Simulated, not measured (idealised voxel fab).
A process module follows: voxel air gaps.
Shown is cross-section cut, with a width of 240 nm and square cells of size 5 nm.
A cross-section is written here as square cells arranged in a grid, and it is given in bands from the top down, each band taking up one or more rows of cells.
Top, bottom (nm), then materials left to right with widths (nm); lone material tagged "full width" fills the whole band edge to edge; "air" = empty space.
We count height from 0. Below that, the starting wafer is all one material. The lowest band never ends at the bottom but goes on down; see "from 0 down" for how that is written.
Width spec "30 to 40" -> top row of cells at first value, bottom row at second value, equal per-row change in between.
Any step labelled "no change" changed none of the cells in the cross-section.
Voids not open to the top, 8 cells minimum: see "Enclosed void entries". Written width x height at distance; distance is from the left edge; nm.
It should be noted that, on the line of a given step, the content following the step's settings is a remark produced by the simulator itself with respect to that step.
overlay nm: mask offset rightward from planned place, masked step; negative means leftward offset.
Pairs from here to the end. Each: cross-section before one process step, cross-section after it, the latter only as far down as the lowest band that changed. Under each: the step between, and its settings. Mind that the pairs may be taken from different runs of this module on the same starting wafer; whether a pair continues from the pair above depends on its entry headed "Incoming profile", and it does only where that entry says so.

Incoming profile
  from 70 to 60: air 40 nm  Ru 35 nm  air 5 nm  Ru 35 nm  air 5 nm  Ru 35 nm  air 5 nm  Ru 35 nm  air 45 nm
  from 60 to 25: air 50 nm  TiN 5 nm  Cu 5 nm  TiN 5 nm  air 25 nm  TiN 5 nm  Cu 5 nm  TiN 5 nm  air 25 nm  TiN 5 nm  Cu 5 nm  TiN 5 nm  air 25 nm  TiN 5 nm  Cu 5 nm  TiN 5 nm  air 55 nm
  from 25 to 20: air 50 nm  TiN 15 nm  air 25 nm  TiN 15 nm  air 25 nm  TiN 15 nm  air 25 nm  TiN 15 nm  air 55 nm
  from 20 to 15: SiCN full width
  from 15 to 0: SiO2 full width
  from 0 down: Si full width
  Enclosed void entries: none

Post-Process View
  from 75 to 70: air 35 nm  SiO2 165 nm  air 40 nm
  from 70 to 60: air 35 nm  SiO2 5 nm  Ru 35 nm  SiO2 5 nm  Ru 35 nm  SiO2 5 nm  Ru 35 nm  SiO2 5 nm  Ru 35 nm  SiO2 5 nm  air 40 nm
  from 60 to 55: air 35 nm  SiO2 15 nm  TiN 5 nm  Cu 5 nm  TiN 5 nm  SiO2 25 nm  TiN 5 nm  Cu 5 nm  TiN 5 nm  SiO2 25 nm  TiN 5 nm  Cu 5 nm  TiN 5 nm  SiO2 25 nm  TiN 5 nm  Cu 5 nm  TiN 5 nm  SiO2 15 nm  air 40 nm
  from 55 to 25: air 45 nm  SiO2 5 nm  TiN 5 nm  Cu 5 nm  TiN 5 nm  SiO2 5 nm  air 15 nm  SiO2 5 nm  TiN 5 nm  Cu 5 nm  TiN 5 nm  SiO2 5 nm  air 15 nm  SiO2 5 nm  TiN 5 nm  Cu 5 nm  TiN 5 nm  SiO2 5 nm  air 15 nm  SiO2 5 nm  TiN 5 nm  Cu 5 nm  TiN 5 nm  SiO2 5 nm  air 50 nm
  from 25 to 20: SiO2 50 nm  TiN 15 nm  SiO2 25 nm  TiN 15 nm  SiO2 25 nm  TiN 15 nm  SiO2 25 nm  TiN 15 nm  SiO2 55 nm
  Unchanged below 20.
  Enclosed void entries: 15 x 30 at 70; 15 x 30 at 110; 15 x 30 at 150
Name the step between the before and after sections above: CONFORMAL_DEP (material SiO2; thk nm 5)

Incoming profile
  from 60 to 20: SiO2 full width
  from 20 to 15: SiCN full width
  from 15 to 0: SiO2 full width
  from 0 down: Si full width
  Enclosed void entries: none

Post-Process View
  from 80 to 60: air 50 nm  resist 15 nm  air 25 nm  resist 15 nm  air 25 nm  resist 15 nm  air 25 nm  resist 15 nm  air 55 nm
  Unchanged below 60.
  Enclosed void entries: none
Name the step between the before and after sections above: PATTERN (tone cover; mask id LINES; material resist; width nm 15; pitch nm 40; thk nm 20; overlay nm 0)

Incoming profile: starting point is the after cross-section of the pair just above.

Post-Process View
  from 80 to 60: air 50 nm  resist 15 nm  air 25 nm  resist 15 nm  air 25 nm  resist 15 nm  air 25 nm  resist 15 nm  air 55 nm
  from 60 to 20: air 50 nm  SiO2 15 nm  air 25 nm  SiO2 15 nm  air 25 nm  SiO2 15 nm  air 25 nm  SiO2 15 nm  air 55 nm
  Unchanged below 20.
  Enclosed void entries: none
Name the step between the before and after sections above: DIRECTIONAL_ETCH (etch materials SiO2; depth nm 40)

Incoming profile: starting point is the after cross-section of the pair just above.

Post-Process View
  from 60 to 20: air 50 nm  SiO2 15 nm  air 25 nm  SiO2 15 nm  air 25 nm  SiO2 15 nm  air 25 nm  SiO2 15 nm  air 55 nm
  Unchanged below 20.
  Enclosed void entries: none
Name the step between the before and after sections above: STRIP (etch materials resist)

Incoming profile: starting point is the after cross-section of the pair just above.

Post-Process View
  from 65 to 60: air 45 nm  TiN 25 nm  air 15 nm  TiN 25 nm  air 15 nm  TiN 25 nm  air 15 nm  TiN 25 nm  air 50 nm
  from 60 to 25: air 45 nm  TiN 5 nm  SiO2 15 nm  TiN 5 nm  air 15 nm  TiN 5 nm  SiO2 15 nm  TiN 5 nm  air 15 nm  TiN 5 nm  SiO2 15 nm  TiN 5 nm  air 15 nm  TiN 5 nm  SiO2 15 nm  TiN 5 nm  air 50 nm
  from 25 to 20: TiN 50 nm  SiO2 15 nm  TiN 25 nm  SiO2 15 nm  TiN 25 nm  SiO2 15 nm  TiN 25 nm  SiO2 15 nm  TiN 55 nm
  Unchanged below 20.
  Enclosed void entries: none
Name the step between the before and after sections above: CONFORMAL_DEP (material TiN; thk nm 5)

Incoming profile: starting point is the after cross-section of the pair just above.

Post-Process View
  from 70 to 65: Cu full width
  from 65 to 60: Cu 45 nm  TiN 25 nm  Cu 15 nm  TiN 25 nm  Cu 15 nm  TiN 25 nm  Cu 15 nm  TiN 25 nm  Cu 50 nm
  from 60 to 25: Cu 45 nm  TiN 5 nm  SiO2 15 nm  TiN 5 nm  Cu 15 nm  TiN 5 nm  SiO2 15 nm  TiN 5 nm  Cu 15 nm  TiN 5 nm  SiO2 15 nm  TiN 5 nm  Cu 15 nm  TiN 5 nm  SiO2 15 nm  TiN 5 nm  Cu 50 nm
  Unchanged below 25.
  Enclosed void entries: none
Name the step between the before and after sections above: FILL_DEP (material Cu; thk nm 5)

Incoming profile: starting point is the after cross-section of the pair just above.

Post-Process View
  from 60 to 25: Cu 45 nm  TiN 5 nm  SiO2 15 nm  TiN 5 nm  Cu 15 nm  TiN 5 nm  SiO2 15 nm  TiN 5 nm  Cu 15 nm  TiN 5 nm  SiO2 15 nm  TiN 5 nm  Cu 15 nm  TiN 5 nm  SiO2 15 nm  TiN 5 nm  Cu 50 nm
  Unchanged below 25.
  Enclosed void entries: none
Name the step between the before and after sections above: CMP (height nm 60)

Incoming profile: starting point is the after cross-section of the pair just above.

Post-Process View
  from 70 to 60: Ru full width
  Unchanged below 60.
  Enclosed void entries: none
Name the step between the before and after sections above: EPI (material Ru; thk nm 10)

Incoming profile: starting point is the after cross-section of the pair just above.

Post-Process View
  from 75 to 70: SiCN full width
  Unchanged below 70.
  Enclosed void entries: none
Name the step between the before and after sections above: CONFORMAL_DEP (material SiCN; thk nm 5)
